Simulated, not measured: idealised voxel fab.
Process module name: voxel tone inversion
Cross-section cut: width 285 nm, square cells of 5 nm.
For the purposes of this document, a cross-section shall be understood as a grid of square cells, specified as bands listed in top-to-bottom order, each band consisting of one or more rows of cells. Look at the band entry: it leads with the top's height and the bottom's height in nm. Then it lists the materials left to right, with a width in nm for each. The word "all across" on a single material says that material fills the band edge to edge. The word "empty" is empty space. It should be noted that heights are counted from 0, beneath which the wafer as supplied is of one material throughout, and that the lowest band possesses no lower boundary but continues downward, as written in "0 and below". A width such as "30->40" changes by the same amount from each row of cells to the next, from the band's top row to its bottom row. The cross-section has no changed cell in any step marked "identical to before". "Sealed voids" - sealed voids, min. 8 cells, no opening to top; format: width x height at distance (distance from left edge; nm throughout). If you see something after the settings on a step's line, that's the simulator's own remark about that step. "overlay nm" answers the question of how far to the right of plan the mask lay on a step that has a mask, and when it is negative the answer is to the left.

## Here's what the planned process steps look like
1,RECEIVE,material Si
2,CONFORMAL_DEP,material SiN,thk nm 10
3,DIRECTIONAL_DEP,material aC,thk nm 15
4,PATTERN,tone cover,mask id POSTS,material resist,width nm 20,pitch nm 45,thk nm 20,overlay nm 0
5,DIRECTIONAL_ETCH,etch materials aC,depth nm 15
6,STRIP,etch materials resist
7,FILL_DEP,material SiO2,thk nm 10
8,CMP,height nm 25
9,STRIP,etch materials aC

## First wafer out of two, processed as planned

## So this is the incoming wafer in cross-section - it's already been through step 1
- 0 and below  Si all across
- Sealed voids: none

## Step 2 complete: cross-section through the wafer
- 10 down to 0  SiN all across
- Unchanged below 0.

## Step 3 complete: cross-section through the wafer
- 25 down to 10  aC all across
- Unchanged below 10.

## Step 4 complete: cross-section through the wafer
- 45 down to 25  empty 110 nm, then resist 20 nm, then empty 25 nm, then resist 20 nm, then empty 110 nm
- Unchanged below 25.

## Step 5 complete: cross-section through the wafer
- 30 down to 25  empty 110 nm, then resist 20 nm, then empty 25 nm, then resist 20 nm, then empty 110 nm
- 25 down to 10  empty 110 nm, then aC 20 nm, then empty 25 nm, then aC 20 nm, then empty 110 nm
- Unchanged below 10.

## Step 6 complete: cross-section through the wafer
- 25 down to 10  empty 110 nm, then aC 20 nm, then empty 25 nm, then aC 20 nm, then empty 110 nm
- Unchanged below 10.

## Step 7 complete: cross-section through the wafer
- 35 down to 25  SiO2 all across
- 25 down to 10  SiO2 110 nm, then aC 20 nm, then SiO2 25 nm, then aC 20 nm, then SiO2 110 nm
- Unchanged below 10.

## Step 8 complete: cross-section through the wafer
- 25 down to 10  SiO2 110 nm, then aC 20 nm, then SiO2 25 nm, then aC 20 nm, then SiO2 110 nm
- Unchanged below 10.

## Step 9 complete: cross-section through the wafer
- 25 down to 10  SiO2 110 nm, then empty 20 nm, then SiO2 25 nm, then empty 20 nm, then SiO2 110 nm
- Unchanged below 10.

## Second wafer - shared start and plan with the first - one error in running - same as the first up to step 7 inclusive

## Here is the second wafer in cross-section at the point where step 8 of the plan should have been done
- 15 down to 10  SiO2 110 nm, then aC 20 nm, then SiO2 25 nm, then aC 20 nm, then SiO2 110 nm
- Unchanged below 10.

## Here is the second wafer in cross-section at the point where step 9 of the plan should have been done
- 15 down to 10  SiO2 110 nm, then empty 20 nm, then SiO2 25 nm, then empty 20 nm, then SiO2 110 nm
- Unchanged below 10.
What was done differently from what was planned? step 8 off recipe, ran as CMP,height nm 15
The second wafer ends with more or fewer cells of some materials than the first, per final count: SiO2: 98 fewer
